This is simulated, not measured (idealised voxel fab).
The document below concerns the process module designated voxel released beams.
Square cell edge 5 nm, section width 285 nm, ID cut.
Each cross-section below is a grid of square cells, stated as bands in top-down order, with one or more rows of cells making up each band. Top, bottom (nm), then materials left to right with widths (nm); lone material tagged "edge to edge" fills the whole band edge to edge; "blank" = empty space. Height is counted from the level 0, under which the received wafer is composed throughout of one material. The lowest of the bands is not closed at the bottom but continues downward, in the notation "from 0 down". Read "30..40" as a graded width: first number on top, second number at the bottom, same change between each pair of neighbouring rows. Any step labelled "no modification" changed none of the cells in the cross-section. Entry "Fully enclosed voids" = empty spaces >= 8 cells with no open way to the top; each as width x height at distance, distance from left edge, all nm. Note: text after step settings on the step line = simulator remark on that step. Each step line may optionally specify "overlay nm", which for a step with a mask gives the rightward distance between the mask's planned place and where it lay, a negative value indicating the leftward direction. Each pair below shows a cross-section before one step and the cross-section after it, down to the lowest band that changed. The line under each pair gives the step between them, with its settings. The pairs can come from different runs of this module on the same starting wafer, so a pair continues from the pair above only where its "Status quo ante" says so.

-- Status quo ante
  from 50 to 35 = blank: 90; aC: 55; blank: 140
  from 35 to 20 = blank: 80; polySi: 65; aC: 45; blank: 95
  from 20 to 5 = polySi: 95; SiO2: 35; polySi: 155
  from 5 to 0 = SiN edge to edge
  from 0 down = Si edge to edge
  Fully enclosed voids: none

-- after
  from 50 to 35 = blank: 90; aC: 55; blank: 140
  from 35 to 20 = blank: 90; polySi: 55; aC: 45; blank: 95
  from 20 to 5 = blank: 80; polySi: 15; SiO2: 35; polySi: 60; blank: 95
  Anything lower than 5 is untouched.
  Fully enclosed voids: none
Between the two cross-sections shown above lies DIRECTIONAL_ETCH: etch materials polySi, depth nm 15

Status quo ante: Reference is made to the cross-section shown after the step in the pair directly above, which represents the state prior to this step.

-- after
  from 35 to 20 = blank: 90; polySi: 55; blank: 140
  Anything lower than 20 is untouched.
  Fully enclosed voids: none
Between the two cross-sections shown above lies STRIP: etch materials aC
